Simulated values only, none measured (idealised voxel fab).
Process module name: voxel self aligned vias
We display cut, a cross-section 270 nm in width whose square cells are each 5 nm.
Cross-section = grid of square cells, listed top down in bands; band = one or more rows. A band entry consists of two parts. The first gives the height of the band's top and the height of its bottom, in nm. The rest lists the band's materials from left to right, each with its width in nm. A single material labelled with the word "throughout" fills the band from edge to edge, and the word "air" marks empty space. Counting heights begins at 0, where everything beneath is, in the wafer as received, one material. The lowest band has no bottom; it goes on downwards, as "0 -> down" shows. Note: "30 to 40" means the width goes from the first number (top row of the band) to the second number (bottom row) in equal steps per row of cells. Step marked "nothing different"? Then no cell in the cross-section changed in it. For the entry "Closed cavity list", the listed items are empty spaces with no open way to the top whose size is 8 cells or more; each item follows the pattern width x height at distance, where distance is from the left edge and all three are in nm. Step line, after settings: the simulator's comment on this step. overlay nm: mask right of planned place by this much (step with mask). Neg. = left.
## Here's what the planned process steps look like
1. RECEIVE, material Si
2. CONFORMAL_DEP, material SiO2, thk nm 10
3. CONFORMAL_DEP, material SiCN, thk nm 5
4. DIRECTIONAL_DEP, material SiO2, thk nm 30
5. PATTERN, tone open, mask id LINES, material resist, width nm 25, pitch nm 65, thk nm 20, overlay nm 0
6. DIRECTIONAL_ETCH, etch materials SiO2, depth nm 30
7. STRIP, etch materials resist
8. CONFORMAL_DEP, material TiN, thk nm 5
9. FILL_DEP, material W, thk nm 10
10. CMP, height nm 45
11. SELECTIVE_ETCH, etch materials W Ru TiN, depth nm 5
12. FILL_DEP, material SiN, thk nm 5
13. CMP, height nm 45
14. DIRECTIONAL_DEP, material SiO2, thk nm 20
15. MASKED_ETCH, tone open, mask id VIAS, width nm 35, pitch nm 65, etch materials SiO2, depth nm 20, overlay nm 0
16. MASKED_ETCH, tone open, mask id VIAS, width nm 35, pitch nm 65, etch materials SiN, depth nm 5, overlay nm 0
17. CONFORMAL_DEP, material TiN, thk nm 5
18. FILL_DEP, material Cu, thk nm 10
19. CMP, height nm 65
20. CONFORMAL_DEP, material SiCN, thk nm 5
## So this is the incoming wafer in cross-section - it's already been through step 1
  0 -> down = Si throughout
  Closed cavity list: none
## The following cross-section depicts the wafer upon conclusion of the module. Processing commenced from the starting condition illustrated above and adhered to the plan illustrated above, save for one mistake in execution
  70 -> 65 = SiCN throughout
  65 -> 50 = 50 of SiO2, 5 of TiN, 25 of Cu, 5 of TiN, 30 of SiO2, 5 of TiN, 25 of Cu, 5 of TiN, 30 of SiO2, 5 of TiN, 25 of Cu, 5 of TiN, 55 of SiO2
  50 -> 45 = 50 of SiO2, 35 of TiN, 30 of SiO2, 35 of TiN, 30 of SiO2, 35 of TiN, 55 of SiO2
  45 -> 40 = 50 of SiN, 5 of TiN, 25 of SiO2, 5 of TiN, 30 of SiN, 5 of TiN, 25 of SiO2, 5 of TiN, 30 of SiN, 5 of TiN, 25 of SiO2, 5 of TiN, 55 of SiN
  40 -> 20 = 50 of W, 5 of TiN, 25 of SiO2, 5 of TiN, 30 of W, 5 of TiN, 25 of SiO2, 5 of TiN, 30 of W, 5 of TiN, 25 of SiO2, 5 of TiN, 55 of W
  20 -> 15 = 55 of TiN, 25 of SiO2, 40 of TiN, 25 of SiO2, 40 of TiN, 25 of SiO2, 60 of TiN
  15 -> 10 = SiCN throughout
  10 -> 0 = SiO2 throughout
  0 -> down = Si throughout
  Closed cavity list: none
Error vs. plan: step 5 deviated from plan and actually ran as PATTERN, tone cover, mask id LINES, material resist, width nm 25, pitch nm 65, thk nm 20, overlay nm 0
